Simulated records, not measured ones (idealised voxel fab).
Proc. module: voxel quadruple lines
In the cross-section labelled cut, the width is 265 nm and each square cell is 5 nm.
How to read a cross-section here: the picture is a grid of square cells, written as bands going from the top down, and any band can span one or more rows of cells. Per band: top height and bottom height in nm, followed by the left-to-right materials and their widths in nm; "all across" marks a single material spanning edge to edge, "empty" marks empty space. A quick word on heights: they are counted from 0, and under that level the wafer as it came to us is one material throughout. The lowest band is different from the rest in having no bottom; it simply continues downward, written as in "z 0 and below". Per-row width for "30 to 40": begins at first number (top row of band), ends at second number (bottom row), increment between rows held constant. "remained the same" after a step means that no cell of the cross-section changed. Heads up: "Sealed internal voids" only lists the empty pockets with no open path to the top that are 8 cells or more, and it writes them as width x height at distance, distance from the left edge, in nm. Past the settings on a step's line: simulator remark, on that step. The line of a step may include "overlay nm". On a step with a mask, this value is how far to the right of its planned place the mask lay. A negative value means the mask lay to the left.
**These are the steps we planned for the process**
1,RECEIVE with material Si
2,CONFORMAL_DEP with material Al2O3, thk nm 5
3,DIRECTIONAL_DEP with material Ru, thk nm 15
4,DIRECTIONAL_DEP with material polySi, thk nm 20
5,DIRECTIONAL_DEP with material aC, thk nm 20
6,PATTERN with tone cover, mask id MANDREL, material resist, width nm 20, thk nm 25, overlay nm 0
7,DIRECTIONAL_ETCH with etch materials aC, depth nm 20
8,STRIP with etch materials resist
9,CONFORMAL_DEP with material SiO2, thk nm 10
10,DIRECTIONAL_ETCH with etch materials SiO2, depth nm 10
11,STRIP with etch materials aC
12,DIRECTIONAL_ETCH with etch materials polySi, depth nm 20
13,STRIP with etch materials SiO2
14,CONFORMAL_DEP with material SiN, thk nm 5
15,DIRECTIONAL_ETCH with etch materials SiN, depth nm 5
16,STRIP with etch materials polySi
17,DIRECTIONAL_ETCH with etch materials Ru, depth nm 15
18,STRIP with etch materials SiN
**As received (post step 1): cross-section**
* z 0 and below | Si all across
* Sealed internal voids: none
**First wafer of two, sectioned at end of module; run went per plan**
* z 20 to 5 | empty: 105 | Ru: 5 | empty: 10 | Ru: 5 | empty: 10 | Ru: 5 | empty: 10 | Ru: 5 | empty: 110
* z 5 to 0 | Al2O3 all across
* z 0 and below | Si all across
* Sealed internal voids: none
**The second wafer, shown in cross-section after the module: started the same way as the first and given the same plan, yet one mistake crept into how it was run**
* z 30 to 15 | empty: 105 | Ru: 5 | empty: 10 | Ru: 5 | empty: 10 | Ru: 5 | empty: 10 | Ru: 5 | empty: 110
* z 15 to 0 | Al2O3 all across
* z 0 and below | Si all across
* Sealed internal voids: none
It is concluded that the wafer was processed incorrectly with respect to the plan, in that step 2: run off-plan, actual operation and settings CONFORMAL_DEP with material Al2O3, thk nm 15
Final difference in cells, second wafer against first, listed per material as more or fewer: +106 Al2O3
